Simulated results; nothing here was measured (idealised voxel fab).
The following process module bears the name voxel released beams.
Square cells of 5 nm make up the cross-section cut, whose width is 285 nm.
A cross-section in this document is a grid of square cells, and it is written down as bands, the top band listed before the ones below it; a band is made up of one or more rows of cells.
This entry defines a band. It first specifies the height of the band's top and the height of its bottom in nm, and then specifies the band's materials from left to right, stating each material with its width in nm. The word "all across" identifies a single material that fills the band from edge to edge, while the word "empty" identifies empty space.
Heights from 0 (as-received wafer is one material below). Bottom band endless downward, as "0 down".
A two-number width, for instance "30 to 40", indicates that the width is equal to the first number in the top row of the band and to the second number in the bottom row, and that it changes by a constant amount per row of cells.
What does "no change occurred" mean for a step? It means no cell of the cross-section changed in that step.
Empty spaces counting at least 8 cells and having no open way to the top are listed in "Entrapped void list". The notation width x height at distance is used for each, the distance being from the left edge and all three values in nm.
It should be noted that, on the line of a given step, the content following the step's settings is a remark produced by the simulator itself with respect to that step.
overlay nm, on a step with a mask: how far to the right of its planned place the mask lay; to the left if negative
The following list gives the planned process steps
1 RECEIVE with material Si
2 CONFORMAL_DEP with material SiN, thk nm 10
3 DIRECTIONAL_DEP with material SiO2, thk nm 10
4 MASKED_ETCH with tone open, mask id ANCHOR, width nm 30, etch materials SiO2, depth nm 10, overlay nm 0
5 CONFORMAL_DEP with material polySi, thk nm 10
6 DIRECTIONAL_DEP with material aC, thk nm 15
7 PATTERN with tone cover, mask id BEAM, material resist, width nm 110, thk nm 30, overlay nm 0
8 DIRECTIONAL_ETCH with etch materials aC, depth nm 15
9 STRIP with etch materials resist
10 DIRECTIONAL_ETCH with etch materials polySi, depth nm 10
11 STRIP with etch materials aC
12 STRIP with etch materials SiO2
Cross-sectional view of the wafer in its as-received condition, corresponding to the state after step 1
    0 down  Si all across
    Entrapped void list: none
First of two wafers, end-of-module section, run followed plan
    30 to 20  85 of empty  15 of polySi  10 of empty  85 of polySi  90 of empty
    20 to 10  90 of empty  30 of polySi  165 of empty
    10 to 0  SiN all across
    0 down  Si all across
    Entrapped void list: none
Cross-section, wafer two of two, end of module: same start and plan as wafer one, one error in execution
    30 to 20  90 of empty  10 of polySi  10 of empty  80 of polySi  95 of empty
    20 to 10  90 of empty  30 of polySi  165 of empty
    10 to 0  SiN all across
    0 down  Si all across
    Entrapped void list: none
Error vs. plan: so step 7 ended up running with a different setting than we planned, it ran as PATTERN with tone cover, mask id BEAM, material resist, width nm 100, thk nm 30, overlay nm 0
Final cells, second wafer relative to first, materials higher or lower: -4 polySi
